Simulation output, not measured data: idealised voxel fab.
A process module follows: voxel local oxidation.
Square cell edge 5 nm, section width 210 nm, ID cut.
If you're reading a cross-section in this doc, picture square cells in a grid; it comes to you as bands, top ones listed first down to the bottom, and a band can be one or more rows of cells.
Heads up on the band format: heights come first, top then bottom, in nm. After that it's the materials left to right, each with its width in nm. A single material flagged "all across" fills the whole band edge to edge, and "air" means there's empty space there.
Convention: height 0 is the level below which the wafer, as received, is all one material. The lowest band does not terminate at the bottom but continues downward, represented as "from 0 down".
Width "30..40": first value at the band's top row of cells, second value at its bottom row, equal change from row to row.
Step note "remains unaltered" = no cross-section cell changed.
Closed void list: empty space of 8 cells or more with no open way to the top, each as width x height at its distance from the left edge, in nm
Step line, after settings: the simulator's comment on this step.
overlay nm, on a step with a mask: how far to the right of its planned place the mask lay; to the left if negative
[Planned process steps]
1 RECEIVE [material Si]
2 OXIDIZE [depth nm 5]
3 CONFORMAL_DEP [material SiN] [thk nm 15]
4 MASKED_ETCH [tone cover] [mask id ACTIVE] [width nm 100] [etch materials SiN] [depth nm 15] [overlay nm 0]
5 SELECTIVE_ETCH [etch materials SiO2] [depth nm 5]
6 OXIDIZE [depth nm 15]
7 STRIP [etch materials SiN]
The plan's step 4 width nm is the first wafer's value; the wafers differ in this setting and start identical.
[Sectional view: first of several wafers, as received, after step 1]
	from 0 down  Si all across
	Closed void list: none
[The rows of the table below are wafers. Looking at the end of the module, a row counts, for every material, the cells the wafer has gained, shown as (+), or lost, shown as (-), since it was received; its closed voids come next]
width nm 100, -132 Si, +108 SiO2, Closed void list: none
width nm 105, -129 Si, +106 SiO2, Closed void list: none
width nm 110, -126 Si, +104 SiO2, Closed void list: none
width nm 115, -123 Si, +102 SiO2, Closed void list: none
width nm 120, -120 Si, +100 SiO2, Closed void list: none
width nm 125, -117 Si, +98 SiO2, Closed void list: none
